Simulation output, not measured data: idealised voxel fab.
Proc. module: voxel self aligned vias
The figure presents cross-section cut, which has a width of 285 nm and is divided into square cells with an edge length of 5 nm.
Throughout this document, each cross-section is represented as a grid of square cells and is presented as a sequence of bands enumerated from the top downward, where a band comprises one or more rows of cells. Each band's line starts with the height of the band's top and of its bottom, in nm. Then come its materials from left to right, each with its width in nm. One material with "everywhere" fills the band from edge to edge. "blank" is empty space. Height 0 is the level under which the wafer as received is all one material. The lowest band goes on downwards, as in "0 nm and below". A width such as "30..40" changes by the same amount from each row of cells to the next, from the band's top row to its bottom row. For the purposes of this document, the phrase "everything unchanged" attached to a step denotes that no cell within the cross-section was modified by that step. In "Closed void list" the enclosed voids are listed, meaning empty spaces of 8 cells or larger without any opening to the top. The form is width x height at distance, distance from the left edge, units nm. after a step's settings: what the simulator itself notes on the step. For masked steps, "overlay nm" on the step line gives how far right of plan the mask actually lay; a minus sign means it lay to the left.

SO HERE'S THE LINEUP OF PROCESS STEPS WE PLANNED
1,RECEIVE with material Si
2,CONFORMAL_DEP with material SiO2, thk nm 10
3,CONFORMAL_DEP with material SiCN, thk nm 5
4,DIRECTIONAL_DEP with material lowk, thk nm 20
5,DIRECTIONAL_DEP with material aC, thk nm 15
6,PATTERN with tone open, mask id LINES, material resist, width nm 25, pitch nm 55, thk nm 35, overlay nm 0
7,DIRECTIONAL_ETCH with etch materials aC, depth nm 15
8,STRIP with etch materials resist
9,DIRECTIONAL_ETCH with etch materials lowk, depth nm 20
10,STRIP with etch materials aC
11,CONFORMAL_DEP with material TiN, thk nm 5
12,FILL_DEP with material Ru, thk nm 10
13,CMP with height nm 35
14,SELECTIVE_ETCH with etch materials W Ru TiN, depth nm 10
15,FILL_DEP with material SiN, thk nm 10
16,CMP with height nm 35
17,DIRECTIONAL_DEP with material lowk, thk nm 15
18,DIRECTIONAL_DEP with material aC, thk nm 15
19,PATTERN with tone open, mask id VIAS, material resist, width nm 35, pitch nm 110, thk nm 35, overlay nm 0
20,DIRECTIONAL_ETCH with etch materials aC, depth nm 15
21,STRIP with etch materials resist
22,DIRECTIONAL_ETCH with etch materials lowk, depth nm 15
23,DIRECTIONAL_ETCH with etch materials SiN, depth nm 10
24,STRIP with etch materials aC
25,CONFORMAL_DEP with material TiN, thk nm 5
26,FILL_DEP with material W, thk nm 10
27,CMP with height nm 50
28,CONFORMAL_DEP with material SiN, thk nm 5

RUN AS PLANNED: FIRST OF TWO WAFERS

SHOWN IN CROSS-SECTION IS THE WAFER AS RECEIVED, THAT IS, AS IT STANDS AFTER STEP 1
* 0 nm and below  Si everywhere
* Closed void list: none

PRESENTED HERE IS A CROSS-SECTION OF THE WAFER AFTER STEP 2 HAS BEEN PERFORMED
* 10 nm to 0 nm  SiO2 everywhere
* Whatever lies below 0 is exactly as it was before.

PRESENTED HERE IS A CROSS-SECTION OF THE WAFER AFTER STEP 3 HAS BEEN PERFORMED
* 15 nm to 10 nm  SiCN everywhere
* Whatever lies below 10 is exactly as it was before.

PRESENTED HERE IS A CROSS-SECTION OF THE WAFER AFTER STEP 4 HAS BEEN PERFORMED
* 35 nm to 15 nm  lowk everywhere
* Whatever lies below 15 is exactly as it was before.

PRESENTED HERE IS A CROSS-SECTION OF THE WAFER AFTER STEP 5 HAS BEEN PERFORMED
* 50 nm to 35 nm  aC everywhere
* Whatever lies below 35 is exactly as it was before.

PRESENTED HERE IS A CROSS-SECTION OF THE WAFER AFTER STEP 6 HAS BEEN PERFORMED
* 85 nm to 50 nm  75 of resist, 25 of blank, 30 of resist, 25 of blank, 30 of resist, 25 of blank, 75 of resist
* Whatever lies below 50 is exactly as it was before.

PRESENTED HERE IS A CROSS-SECTION OF THE WAFER AFTER STEP 7 HAS BEEN PERFORMED
* 70 nm to 50 nm  75 of resist, 25 of blank, 30 of resist, 25 of blank, 30 of resist, 25 of blank, 75 of resist
* 50 nm to 35 nm  75 of aC, 25 of blank, 30 of aC, 25 of blank, 30 of aC, 25 of blank, 75 of aC
* Whatever lies below 35 is exactly as it was before.

PRESENTED HERE IS A CROSS-SECTION OF THE WAFER AFTER STEP 8 HAS BEEN PERFORMED
* 50 nm to 35 nm  75 of aC, 25 of blank, 30 of aC, 25 of blank, 30 of aC, 25 of blank, 75 of aC
* Whatever lies below 35 is exactly as it was before.

PRESENTED HERE IS A CROSS-SECTION OF THE WAFER AFTER STEP 9 HAS BEEN PERFORMED
* 50 nm to 35 nm  75 of aC, 25 of blank, 30 of aC, 25 of blank, 30 of aC, 25 of blank, 75 of aC
* 35 nm to 15 nm  75 of lowk, 25 of blank, 30 of lowk, 25 of blank, 30 of lowk, 25 of blank, 75 of lowk
* Whatever lies below 15 is exactly as it was before.

PRESENTED HERE IS A CROSS-SECTION OF THE WAFER AFTER STEP 10 HAS BEEN PERFORMED
* 35 nm to 15 nm  75 of lowk, 25 of blank, 30 of lowk, 25 of blank, 30 of lowk, 25 of blank, 75 of lowk
* Whatever lies below 15 is exactly as it was before.

PRESENTED HERE IS A CROSS-SECTION OF THE WAFER AFTER STEP 11 HAS BEEN PERFORMED
* 40 nm to 35 nm  80 of TiN, 15 of blank, 40 of TiN, 15 of blank, 40 of TiN, 15 of blank, 80 of TiN
* 35 nm to 20 nm  75 of lowk, 5 of TiN, 15 of blank, 5 of TiN, 30 of lowk, 5 of TiN, 15 of blank, 5 of TiN, 30 of lowk, 5 of TiN, 15 of blank, 5 of TiN, 75 of lowk
* 20 nm to 15 nm  75 of lowk, 25 of TiN, 30 of lowk, 25 of TiN, 30 of lowk, 25 of TiN, 75 of lowk
* Whatever lies below 15 is exactly as it was before.

PRESENTED HERE IS A CROSS-SECTION OF THE WAFER AFTER STEP 12 HAS BEEN PERFORMED
* 50 nm to 40 nm  Ru everywhere
* 40 nm to 35 nm  80 of TiN, 15 of Ru, 40 of TiN, 15 of Ru, 40 of TiN, 15 of Ru, 80 of TiN
* 35 nm to 20 nm  75 of lowk, 5 of TiN, 15 of Ru, 5 of TiN, 30 of lowk, 5 of TiN, 15 of Ru, 5 of TiN, 30 of lowk, 5 of TiN, 15 of Ru, 5 of TiN, 75 of lowk
* Whatever lies below 20 is exactly as it was before.

PRESENTED HERE IS A CROSS-SECTION OF THE WAFER AFTER STEP 13 HAS BEEN PERFORMED
* 35 nm to 20 nm  75 of lowk, 5 of TiN, 15 of Ru, 5 of TiN, 30 of lowk, 5 of TiN, 15 of Ru, 5 of TiN, 30 of lowk, 5 of TiN, 15 of Ru, 5 of TiN, 75 of lowk
* Whatever lies below 20 is exactly as it was before.

PRESENTED HERE IS A CROSS-SECTION OF THE WAFER AFTER STEP 14 HAS BEEN PERFORMED
* 35 nm to 25 nm  75 of lowk, 25 of blank, 30 of lowk, 25 of blank, 30 of lowk, 25 of blank, 75 of lowk
* Whatever lies below 25 is exactly as it was before.

PRESENTED HERE IS A CROSS-SECTION OF THE WAFER AFTER STEP 15 HAS BEEN PERFORMED
* 45 nm to 35 nm  SiN everywhere
* 35 nm to 25 nm  75 of lowk, 25 of SiN, 30 of lowk, 25 of SiN, 30 of lowk, 25 of SiN, 75 of lowk
* Whatever lies below 25 is exactly as it was before.

PRESENTED HERE IS A CROSS-SECTION OF THE WAFER AFTER STEP 16 HAS BEEN PERFORMED
* 35 nm to 25 nm  75 of lowk, 25 of SiN, 30 of lowk, 25 of SiN, 30 of lowk, 25 of SiN, 75 of lowk
* Whatever lies below 25 is exactly as it was before.

PRESENTED HERE IS A CROSS-SECTION OF THE WAFER AFTER STEP 17 HAS BEEN PERFORMED
* 50 nm to 35 nm  lowk everywhere
* Whatever lies below 35 is exactly as it was before.

PRESENTED HERE IS A CROSS-SECTION OF THE WAFER AFTER STEP 18 HAS BEEN PERFORMED
* 65 nm to 50 nm  aC everywhere
* Whatever lies below 50 is exactly as it was before.

PRESENTED HERE IS A CROSS-SECTION OF THE WAFER AFTER STEP 19 HAS BEEN PERFORMED
* 100 nm to 65 nm  70 of resist, 35 of blank, 75 of resist, 35 of blank, 70 of resist
* Whatever lies below 65 is exactly as it was before.

PRESENTED HERE IS A CROSS-SECTION OF THE WAFER AFTER STEP 20 HAS BEEN PERFORMED
* 85 nm to 65 nm  70 of resist, 35 of blank, 75 of resist, 35 of blank, 70 of resist
* 65 nm to 50 nm  70 of aC, 35 of blank, 75 of aC, 35 of blank, 70 of aC
* Whatever lies below 50 is exactly as it was before.

PRESENTED HERE IS A CROSS-SECTION OF THE WAFER AFTER STEP 21 HAS BEEN PERFORMED
* 65 nm to 50 nm  70 of aC, 35 of blank, 75 of aC, 35 of blank, 70 of aC
* Whatever lies below 50 is exactly as it was before.

PRESENTED HERE IS A CROSS-SECTION OF THE WAFER AFTER STEP 22 HAS BEEN PERFORMED
* 65 nm to 50 nm  70 of aC, 35 of blank, 75 of aC, 35 of blank, 70 of aC
* 50 nm to 35 nm  70 of lowk, 35 of blank, 75 of lowk, 35 of blank, 70 of lowk
* Whatever lies below 35 is exactly as it was before.

PRESENTED HERE IS A CROSS-SECTION OF THE WAFER AFTER STEP 23 HAS BEEN PERFORMED
* 65 nm to 50 nm  70 of aC, 35 of blank, 75 of aC, 35 of blank, 70 of aC
* 50 nm to 35 nm  70 of lowk, 35 of blank, 75 of lowk, 35 of blank, 70 of lowk
* 35 nm to 25 nm  75 of lowk, 25 of blank, 30 of lowk, 25 of SiN, 30 of lowk, 25 of blank, 75 of lowk
* Whatever lies below 25 is exactly as it was before.

PRESENTED HERE IS A CROSS-SECTION OF THE WAFER AFTER STEP 24 HAS BEEN PERFORMED
* 50 nm to 35 nm  70 of lowk, 35 of blank, 75 of lowk, 35 of blank, 70 of lowk
* Whatever lies below 35 is exactly as it was before.

PRESENTED HERE IS A CROSS-SECTION OF THE WAFER AFTER STEP 25 HAS BEEN PERFORMED
* 55 nm to 50 nm  75 of TiN, 25 of blank, 85 of TiN, 25 of blank, 75 of TiN
* 50 nm to 40 nm  70 of lowk, 5 of TiN, 25 of blank, 5 of TiN, 75 of lowk, 5 of TiN, 25 of blank, 5 of TiN, 70 of lowk
* 40 nm to 35 nm  70 of lowk, 10 of TiN, 15 of blank, 10 of TiN, 75 of lowk, 10 of TiN, 15 of blank, 10 of TiN, 70 of lowk
* 35 nm to 30 nm  75 of lowk, 5 of TiN, 15 of blank, 5 of TiN, 30 of lowk, 25 of SiN, 30 of lowk, 5 of TiN, 15 of blank, 5 of TiN, 75 of lowk
* 30 nm to 25 nm  75 of lowk, 25 of TiN, 30 of lowk, 25 of SiN, 30 of lowk, 25 of TiN, 75 of lowk
* Whatever lies below 25 is exactly as it was before.

PRESENTED HERE IS A CROSS-SECTION OF THE WAFER AFTER STEP 26 HAS BEEN PERFORMED
* 65 nm to 55 nm  W everywhere
* 55 nm to 50 nm  75 of TiN, 25 of W, 85 of TiN, 25 of W, 75 of TiN
* 50 nm to 40 nm  70 of lowk, 5 of TiN, 25 of W, 5 of TiN, 75 of lowk, 5 of TiN, 25 of W, 5 of TiN, 70 of lowk
* 40 nm to 35 nm  70 of lowk, 10 of TiN, 15 of W, 10 of TiN, 75 of lowk, 10 of TiN, 15 of W, 10 of TiN, 70 of lowk
* 35 nm to 30 nm  75 of lowk, 5 of TiN, 15 of W, 5 of TiN, 30 of lowk, 25 of SiN, 30 of lowk, 5 of TiN, 15 of W, 5 of TiN, 75 of lowk
* Whatever lies below 30 is exactly as it was before.

PRESENTED HERE IS A CROSS-SECTION OF THE WAFER AFTER STEP 27 HAS BEEN PERFORMED
* 50 nm to 40 nm  70 of lowk, 5 of TiN, 25 of W, 5 of TiN, 75 of lowk, 5 of TiN, 25 of W, 5 of TiN, 70 of lowk
* Whatever lies below 40 is exactly as it was before.

PRESENTED HERE IS A CROSS-SECTION OF THE WAFER AFTER STEP 28 HAS BEEN PERFORMED
* 55 nm to 50 nm  SiN everywhere
* Whatever lies below 50 is exactly as it was before.

WAFER TWO OF TWO - SAME STARTING POINT, SAME PROCESS PLAN, ONE MISTAKE IN EXECUTION; MATCHES WAFER ONE UP TO AND INCLUDING STEP 3

SECOND WAFER: CROSS-SECTION AT THE SCHEDULED END OF STEP 4
* 35 nm to 15 nm  W everywhere
* Whatever lies below 15 is exactly as it was before.

SECOND WAFER: CROSS-SECTION AT THE SCHEDULED END OF STEP 5
* 50 nm to 35 nm  aC everywhere
* Whatever lies below 35 is exactly as it was before.

SECOND WAFER: CROSS-SECTION AT THE SCHEDULED END OF STEP 6
* 85 nm to 50 nm  75 of resist, 25 of blank, 30 of resist, 25 of blank, 30 of resist, 25 of blank, 75 of resist
* Whatever lies below 50 is exactly as it was before.

SECOND WAFER: CROSS-SECTION AT THE SCHEDULED END OF STEP 7
* 70 nm to 50 nm  75 of resist, 25 of blank, 30 of resist, 25 of blank, 30 of resist, 25 of blank, 75 of resist
* 50 nm to 35 nm  75 of aC, 25 of blank, 30 of aC, 25 of blank, 30 of aC, 25 of blank, 75 of aC
* Whatever lies below 35 is exactly as it was before.

SECOND WAFER: CROSS-SECTION AT THE SCHEDULED END OF STEP 8
* 50 nm to 35 nm  75 of aC, 25 of blank, 30 of aC, 25 of blank, 30 of aC, 25 of blank, 75 of aC
* Whatever lies below 35 is exactly as it was before.

Second wafer: cross-section at the scheduled end of step 9: everything unchanged

SECOND WAFER: CROSS-SECTION AT THE SCHEDULED END OF STEP 10
* 35 nm to 15 nm  W everywhere
* Whatever lies below 15 is exactly as it was before.

SECOND WAFER: CROSS-SECTION AT THE SCHEDULED END OF STEP 11
* 40 nm to 35 nm  TiN everywhere
* Whatever lies below 35 is exactly as it was before.

SECOND WAFER: CROSS-SECTION AT THE SCHEDULED END OF STEP 12
* 50 nm to 40 nm  Ru everywhere
* Whatever lies below 40 is exactly as it was before.

SECOND WAFER: CROSS-SECTION AT THE SCHEDULED END OF STEP 13
* 35 nm to 15 nm  W everywhere
* Whatever lies below 15 is exactly as it was before.

SECOND WAFER: CROSS-SECTION AT THE SCHEDULED END OF STEP 14
* 25 nm to 15 nm  W everywhere
* Whatever lies below 15 is exactly as it was before.

SECOND WAFER: CROSS-SECTION AT THE SCHEDULED END OF STEP 15
* 35 nm to 25 nm  SiN everywhere
* Whatever lies below 25 is exactly as it was before.

Second wafer: cross-section at the scheduled end of step 16: everything unchanged

SECOND WAFER: CROSS-SECTION AT THE SCHEDULED END OF STEP 17
* 50 nm to 35 nm  lowk everywhere
* Whatever lies below 35 is exactly as it was before.

SECOND WAFER: CROSS-SECTION AT THE SCHEDULED END OF STEP 18
* 65 nm to 50 nm  aC everywhere
* Whatever lies below 50 is exactly as it was before.

SECOND WAFER: CROSS-SECTION AT THE SCHEDULED END OF STEP 19
* 100 nm to 65 nm  70 of resist, 35 of blank, 75 of resist, 35 of blank, 70 of resist
* Whatever lies below 65 is exactly as it was before.

SECOND WAFER: CROSS-SECTION AT THE SCHEDULED END OF STEP 20
* 85 nm to 65 nm  70 of resist, 35 of blank, 75 of resist, 35 of blank, 70 of resist
* 65 nm to 50 nm  70 of aC, 35 of blank, 75 of aC, 35 of blank, 70 of aC
* Whatever lies below 50 is exactly as it was before.

SECOND WAFER: CROSS-SECTION AT THE SCHEDULED END OF STEP 21
* 65 nm to 50 nm  70 of aC, 35 of blank, 75 of aC, 35 of blank, 70 of aC
* Whatever lies below 50 is exactly as it was before.

SECOND WAFER: CROSS-SECTION AT THE SCHEDULED END OF STEP 22
* 65 nm to 50 nm  70 of aC, 35 of blank, 75 of aC, 35 of blank, 70 of aC
* 50 nm to 35 nm  70 of lowk, 35 of blank, 75 of lowk, 35 of blank, 70 of lowk
* Whatever lies below 35 is exactly as it was before.

SECOND WAFER: CROSS-SECTION AT THE SCHEDULED END OF STEP 23
* 65 nm to 50 nm  70 of aC, 35 of blank, 75 of aC, 35 of blank, 70 of aC
* 50 nm to 35 nm  70 of lowk, 35 of blank, 75 of lowk, 35 of blank, 70 of lowk
* 35 nm to 25 nm  70 of SiN, 35 of blank, 75 of SiN, 35 of blank, 70 of SiN
* Whatever lies below 25 is exactly as it was before.

SECOND WAFER: CROSS-SECTION AT THE SCHEDULED END OF STEP 24
* 50 nm to 35 nm  70 of lowk, 35 of blank, 75 of lowk, 35 of blank, 70 of lowk
* Whatever lies below 35 is exactly as it was before.

SECOND WAFER: CROSS-SECTION AT THE SCHEDULED END OF STEP 25
* 55 nm to 50 nm  75 of TiN, 25 of blank, 85 of TiN, 25 of blank, 75 of TiN
* 50 nm to 35 nm  70 of lowk, 5 of TiN, 25 of blank, 5 of TiN, 75 of lowk, 5 of TiN, 25 of blank, 5 of TiN, 70 of lowk
* 35 nm to 30 nm  70 of SiN, 5 of TiN, 25 of blank, 5 of TiN, 75 of SiN, 5 of TiN, 25 of blank, 5 of TiN, 70 of SiN
* 30 nm to 25 nm  70 of SiN, 35 of TiN, 75 of SiN, 35 of TiN, 70 of SiN
* Whatever lies below 25 is exactly as it was before.

SECOND WAFER: CROSS-SECTION AT THE SCHEDULED END OF STEP 26
* 65 nm to 55 nm  W everywhere
* 55 nm to 50 nm  75 of TiN, 25 of W, 85 of TiN, 25 of W, 75 of TiN
* 50 nm to 35 nm  70 of lowk, 5 of TiN, 25 of W, 5 of TiN, 75 of lowk, 5 of TiN, 25 of W, 5 of TiN, 70 of lowk
* 35 nm to 30 nm  70 of SiN, 5 of TiN, 25 of W, 5 of TiN, 75 of SiN, 5 of TiN, 25 of W, 5 of TiN, 70 of SiN
* Whatever lies below 30 is exactly as it was before.

SECOND WAFER: CROSS-SECTION AT THE SCHEDULED END OF STEP 27
* 50 nm to 35 nm  70 of lowk, 5 of TiN, 25 of W, 5 of TiN, 75 of lowk, 5 of TiN, 25 of W, 5 of TiN, 70 of lowk
* Whatever lies below 35 is exactly as it was before.

SECOND WAFER: CROSS-SECTION AT THE SCHEDULED END OF STEP 28
* 55 nm to 50 nm  SiN everywhere
* Whatever lies below 50 is exactly as it was before.
What broke from the plan during processing? step 4 was not run as planned; what actually ran was DIRECTIONAL_DEP with material W, thk nm 20
Per the end-of-run cell counts, the second wafer holds more or fewer of some materials than the first: Ru -9; SiN +76; TiN -21; W +122; lowk -168
